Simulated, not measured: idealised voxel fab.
You're looking at the process module voxel local oxidation.
Pictured: cross-section cut, 240 nm wide, on a grid of 5 nm square cells.
Bands, listed from the top down, are how a cross-section gets written in this document; the cross-section itself is a grid of square cells, and a band is one or more rows of them.
Top, bottom (nm), then materials left to right with widths (nm); lone material tagged "full width" fills the whole band edge to edge; "air" = empty space.
We count height from 0. Below that, the starting wafer is all one material. The lowest band never ends at the bottom but goes on down; see "0 and below" for how that is written.
So if you see something like "30 to 40" for the width, read it as the top row of the band sitting at the first number and the bottom row at the second, with every row in between moving by the same amount as the last.
"no alteration" (step): cross-section cells unchanged, all of them.
Any empty space of 8 cells or more lacking an open way to the top shows up in "Internal closed voids" as width x height at distance, distance from the left edge, in nm.
Text after the settings on a step's line: the simulator's own remark on that step.
Steps that use a mask can have "overlay nm" on their line. It says how far the mask sat to the right of where it was meant to be. Negative means to the left.

**Set out below are the planned steps of the process**
step 1: RECEIVE,material Si
step 2: CONFORMAL_DEP,material SiO2,thk nm 5
step 3: CONFORMAL_DEP,material SiN,thk nm 10
step 4: DIRECTIONAL_DEP,material aC,thk nm 15
step 5: PATTERN,tone cover,mask id ACTIVE,material resist,width nm 115,thk nm 30,overlay nm 0
step 6: DIRECTIONAL_ETCH,etch materials aC,depth nm 15
step 7: STRIP,etch materials resist
step 8: DIRECTIONAL_ETCH,etch materials SiN,depth nm 10
step 9: STRIP,etch materials aC
step 10: SELECTIVE_ETCH,etch materials SiO2,depth nm 5
step 11: OXIDIZE,depth nm 10
step 12: STRIP,etch materials SiN

**This is the cross-section of the wafer as we received it, i.e. after step 1**
> 0 and below: Si full width
> Internal closed voids: none

**The module was run from the start shown above using the plan shown above, but one mistake was made doing it; the resulting wafer cross-section is below**
> 15 down to 10: air=65, SiO2=105, air=70
> 10 down to 0: SiO2 full width
> 0 and below: Si full width
> Internal closed voids: none
Which mistake was made when the wafer was run? step 2: run off-plan, actual operation and settings CONFORMAL_DEP,material SiO2,thk nm 15
